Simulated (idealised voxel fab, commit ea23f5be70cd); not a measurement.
process module | voxel fin reveal
cross-section cut | 250 nm wide | cells 5 nm
A cross-section is a grid of square cells, given in bands from the top down. A band is one or more rows of cells.
Each band's line starts with the height of the band's top and of its bottom, in nm. Then come its materials from left to right, each with its width in nm. One material with "throughout" fills the band from edge to edge. "air" is empty space.
Height 0 is the level under which the wafer as received is all one material. The lowest band goes on downwards, as in "0 down".
A width such as "30 to 40" changes by the same amount from each row of cells to the next, from the band's top row to its bottom row.
"no change" after a step means that no cell of the cross-section changed.
closed voids: empty space of 8 cells or more with no open way to the top, each as width x height at its distance from the left edge, in nm
after a step's settings: what the simulator itself notes on the step
overlay nm, on a step with a mask: how far to the right of its planned place the mask lay; to the left if negative
plan
1 op RECEIVE | material Si
2 op CONFORMAL_DEP | material SiN | thk nm 5
3 op DIRECTIONAL_DEP | material aC | thk nm 15
4 op PATTERN | tone cover | mask id FINS | material resist | width nm 15 | pitch nm 35 | thk nm 30 | overlay nm 0
5 op DIRECTIONAL_ETCH | etch materials aC | depth nm 15
6 op STRIP | etch materials resist
7 op DIRECTIONAL_ETCH | etch materials SiN | depth nm 5
8 op DIRECTIONAL_ETCH | etch materials Si | depth nm 35
9 op STRIP | etch materials aC
10 op OXIDIZE | depth nm 5
11 op FILL_DEP | material SiO2 | thk nm 5
12 op CMP | height nm 5
13 op SELECTIVE_ETCH | etch materials SiO2 | depth nm 20
14 op STRIP | etch materials SiN
15 op CONFORMAL_DEP | material SiO2 | thk nm 5
as received, after step 1
  0 down: Si throughout
  closed voids: none
first wafer at the end, as planned
  5 to 0: air 100 | SiO2 15 | air 20 | SiO2 15 | air 100
  0 to -10: air 100 | SiO2 5 | Si 5 | SiO2 5 | air 20 | SiO2 5 | Si 5 | SiO2 5 | air 100
  -10 to -40: SiO2 105 | Si 5 | SiO2 30 | Si 5 | SiO2 105
  -40 down: Si throughout
  closed voids: none
second wafer at the end: like start, like plan, one mistake
  5 to 0: air 90 | SiO2 15 | air 20 | SiO2 15 | air 110
  0 to -10: air 90 | SiO2 5 | Si 5 | SiO2 5 | air 20 | SiO2 5 | Si 5 | SiO2 5 | air 110
  -10 to -40: SiO2 95 | Si 5 | SiO2 30 | Si 5 | SiO2 115
  -40 down: Si throughout
  closed voids: none
what went wrong: step 4 ran as: op PATTERN | tone cover | mask id FINS | material resist | width nm 15 | pitch nm 35 | thk nm 30 | overlay nm -10
at the end the second wafer has, in cells: as many of each material as the first, in other places
